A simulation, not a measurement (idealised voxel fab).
process module | voxel plated lines
cross-section cut | 225 nm wide | cells 5 nm
A cross-section is a grid of square cells, given in bands from the top down. A band is one or more rows of cells.
Each band's line starts with the height of the band's top and of its bottom, in nm. Then come its materials from left to right, each with its width in nm. One material with "throughout" fills the band from edge to edge. "air" is empty space.
Height 0 is the level under which the wafer as received is all one material. The lowest band goes on downwards, as in "0 down".
A width such as "30 to 40" changes by the same amount from each row of cells to the next, from the band's top row to its bottom row.
"no change" after a step means that no cell of the cross-section changed.
closed voids: empty space of 8 cells or more with no open way to the top, each as width x height at its distance from the left edge, in nm
after a step's settings: what the simulator itself notes on the step
overlay nm, on a step with a mask: how far to the right of its planned place the mask lay; to the left if negative
plan
1 op RECEIVE | material Si
2 op CONFORMAL_DEP | material Al2O3 | thk nm 10
3 op DIRECTIONAL_DEP | material TiN | thk nm 5
4 op PATTERN | tone open | mask id LINES | material resist | width nm 15 | pitch nm 35 | thk nm 40 | overlay nm -15
5 op EPI | material Ru | thk nm 10
6 op EPI | material Ru | thk nm 5
7 op EPI | material Ru | thk nm 10
8 op STRIP | etch materials resist
9 op DIRECTIONAL_ETCH | etch materials TiN | depth nm 5
10 op CONFORMAL_DEP | material SiN | thk nm 5
varied across the wafers: overlay nm of step 4. The plan shows the first wafer's value. All wafers start alike
first wafer as received, after step 1
  0 down: Si throughout
  closed voids: none
each wafer at the end: cells of each material gained (+) or lost (-) since it was received, then its closed voids
overlay nm -15 | +90 Al2O3 | +30 Ru | +69 SiN | +6 TiN | closed voids: none
overlay nm -10 | +90 Al2O3 | +30 Ru | +69 SiN | +6 TiN | closed voids: none
overlay nm -5 | +90 Al2O3 | +30 Ru | +69 SiN | +6 TiN | closed voids: none
overlay nm 0 | +90 Al2O3 | +30 Ru | +69 SiN | +6 TiN | closed voids: none
overlay nm 5 | +90 Al2O3 | +30 Ru | +69 SiN | +6 TiN | closed voids: none
overlay nm 10 | +90 Al2O3 | +30 Ru | +69 SiN | +6 TiN | closed voids: none
overlay nm 15 | +90 Al2O3 | +30 Ru | +69 SiN | +6 TiN | closed voids: none
